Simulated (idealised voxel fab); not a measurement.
This section sets out a process module, namely voxel wiring stack.
Section cut is 280 nm wide and gridded with 5 nm square cells.
Notation: cross-section as square-cell grid; stated in bands, top first, going down; one or more cell rows per band.
Within each band entry, the heights of the top and of the bottom of the band appear first, in that order and in nm; the materials of the band then follow from left to right, each with its corresponding width in nm. The designation "everywhere" on a single material indicates that it fills the band from edge to edge; the designation "blank" indicates empty space.
The reference from which all heights are counted is 0, the level beneath which the as-received wafer is entirely one material; the lowest band, having no lower bound, proceeds downward and is written after the example "z 0 and below".
Top row gets the first number, bottom row gets the second, and each row in between changes by the same step: that is how a band width like "30..40" works.
Step note "nothing got changed" = no cross-section cell changed.
Any empty space of 8 cells or more lacking an open way to the top shows up in "Unvented internal voids" as width x height at distance, distance from the left edge, in nm.
Note: text after step settings on the step line = simulator remark on that step.
overlay nm: right-of-plan distance of the mask on a masked step; negative values mean left-of-plan.

List of planned process steps:
1. op RECEIVE | material Si
2. op CONFORMAL_DEP | material SiO2 | thk nm 10
3. op CONFORMAL_DEP | material SiN | thk nm 5
4. op DIRECTIONAL_DEP | material SiO2 | thk nm 20
5. op MASKED_ETCH | tone open | mask id METAL_1 | width nm 20 | pitch nm 40 | etch materials SiO2 | depth nm 20 | overlay nm 0
6. op MASKED_ETCH | tone open | mask id METAL_1 | width nm 20 | pitch nm 40 | etch materials SiN | depth nm 5 | overlay nm 0
7. op CONFORMAL_DEP | material TiN | thk nm 5
8. op FILL_DEP | material Ru | thk nm 10
9. op CMP | height nm 35
10. op CONFORMAL_DEP | material SiCN | thk nm 5
11. op DIRECTIONAL_DEP | material SiO2 | thk nm 15
12. op MASKED_ETCH | tone open | mask id PLUG_1 | width nm 15 | pitch nm 80 | etch materials SiO2 | depth nm 15 | overlay nm 0
13. op MASKED_ETCH | tone open | mask id PLUG_1 | width nm 15 | pitch nm 80 | etch materials SiCN | depth nm 5 | overlay nm 0
14. op CONFORMAL_DEP | material TiN | thk nm 5
15. op FILL_DEP | material W | thk nm 5
16. op CMP | height nm 55
17. op CONFORMAL_DEP | material SiN | thk nm 5
18. op DIRECTIONAL_DEP | material lowk | thk nm 20
19. op MASKED_ETCH | tone open | mask id METAL_2 | width nm 20 | pitch nm 40 | etch materials lowk | depth nm 20 | overlay nm 0
20. op MASKED_ETCH | tone open | mask id METAL_2 | width nm 20 | pitch nm 40 | etch materials SiN | depth nm 5 | overlay nm 0
21. op CONFORMAL_DEP | material TiN | thk nm 5
22. op FILL_DEP | material Cu | thk nm 5
23. op CMP | height nm 80
24. op CONFORMAL_DEP | material SiCN | thk nm 5
25. op DIRECTIONAL_DEP | material lowk | thk nm 35
26. op MASKED_ETCH | tone open | mask id METAL_3 | width nm 20 | pitch nm 40 | etch materials lowk | depth nm 20 | overlay nm 0
27. op DIRECTIONAL_DEP | material aC | thk nm 10
28. op PATTERN | tone open | mask id METAL_3_HOLES | material resist | width nm 15 | pitch nm 80 | thk nm 25 | overlay nm 0
29. op DIRECTIONAL_ETCH | etch materials aC | depth nm 10
30. op STRIP | etch materials resist
31. op DIRECTIONAL_ETCH | etch materials lowk | depth nm 15
32. op DIRECTIONAL_ETCH | etch materials SiCN | depth nm 5
33. op STRIP | etch materials aC
34. op CONFORMAL_DEP | material TiN | thk nm 5
35. op FILL_DEP | material Cu | thk nm 10
36. op CMP | height nm 120
37. op CONFORMAL_DEP | material SiN | thk nm 5

As received (post step 1): cross-section:
    z 0 and below = Si everywhere
    Unvented internal voids: none

first wafer at the end, as planned:
    z 125 to 120 = SiN everywhere
    z 120 to 105 = lowk 90; TiN 5; Cu 10; TiN 5; lowk 20; TiN 5; Cu 10; TiN 5; lowk 20; TiN 5; Cu 10; TiN 5; lowk 90
    z 105 to 100 = lowk 90; TiN 5; Cu 5; TiN 10; lowk 20; TiN 20; lowk 20; TiN 5; Cu 5; TiN 10; lowk 90
    z 100 to 85 = lowk 90; TiN 5; Cu 5; TiN 5; lowk 65; TiN 5; Cu 5; TiN 5; lowk 95
    z 85 to 80 = SiCN 90; TiN 15; SiCN 65; TiN 15; SiCN 95
    z 80 to 60 = lowk 90; TiN 5; Cu 10; TiN 5; lowk 20; TiN 5; Cu 10; TiN 5; lowk 20; TiN 5; Cu 10; TiN 5; lowk 90
    z 60 to 55 = SiN 90; TiN 20; SiN 20; TiN 20; SiN 20; TiN 20; SiN 90
    z 55 to 40 = SiO2 90; TiN 5; W 5; TiN 5; SiO2 65; TiN 5; W 5; TiN 5; SiO2 95
    z 40 to 35 = SiCN 90; TiN 15; SiCN 65; TiN 15; SiCN 95
    z 35 to 15 = SiO2 90; TiN 5; Ru 10; TiN 5; SiO2 20; TiN 5; Ru 10; TiN 5; SiO2 20; TiN 5; Ru 10; TiN 5; SiO2 90
    z 15 to 10 = SiN 90; TiN 20; SiN 20; TiN 20; SiN 20; TiN 20; SiN 90
    z 10 to 0 = SiO2 everywhere
    z 0 and below = Si everywhere
    Unvented internal voids: none

The second wafer, shown in cross-section after the module: started the same way as the first and given the same plan, yet one mistake crept into how it was run:
    z 125 to 120 = SiN everywhere
    z 120 to 105 = lowk 90; TiN 5; Cu 10; TiN 5; lowk 20; TiN 5; Cu 10; TiN 5; lowk 20; TiN 5; Cu 10; TiN 5; lowk 90
    z 105 to 100 = lowk 90; TiN 5; Cu 5; TiN 10; lowk 20; TiN 20; lowk 20; TiN 5; Cu 5; TiN 10; lowk 90
    z 100 to 85 = lowk 90; TiN 5; Cu 5; TiN 5; lowk 65; TiN 5; Cu 5; TiN 5; lowk 95
    z 85 to 80 = SiCN 90; TiN 15; SiCN 65; TiN 15; SiCN 95
    z 80 to 75 = Cu everywhere
    z 75 to 70 = TiN 95; Cu 10; TiN 30; Cu 10; TiN 30; Cu 10; TiN 95
    z 70 to 50 = lowk 90; TiN 5; Cu 10; TiN 5; lowk 20; TiN 5; Cu 10; TiN 5; lowk 20; TiN 5; Cu 10; TiN 5; lowk 90
    z 50 to 45 = SiN 90; TiN 20; SiN 20; TiN 20; SiN 20; TiN 20; SiN 90
    z 45 to 40 = SiO2 90; TiN 5; W 5; TiN 5; SiO2 65; TiN 5; W 5; TiN 5; SiO2 95
    z 40 to 35 = SiCN 90; TiN 15; SiCN 65; TiN 15; SiCN 95
    z 35 to 15 = SiO2 90; TiN 5; Ru 10; TiN 5; SiO2 20; TiN 5; Ru 10; TiN 5; SiO2 20; TiN 5; Ru 10; TiN 5; SiO2 90
    z 15 to 10 = SiN 90; TiN 20; SiN 20; TiN 20; SiN 20; TiN 20; SiN 90
    z 10 to 0 = SiO2 everywhere
    z 0 and below = Si everywhere
    Unvented internal voids: none
What broke from the plan during processing? off-plan run, step 16, actual operation and settings op CMP | height nm 45
End of process, cell counts, second wafer against first, materials with more or fewer: Cu: 62 more; SiO2: 100 fewer; TiN: 42 more; W: 4 fewer
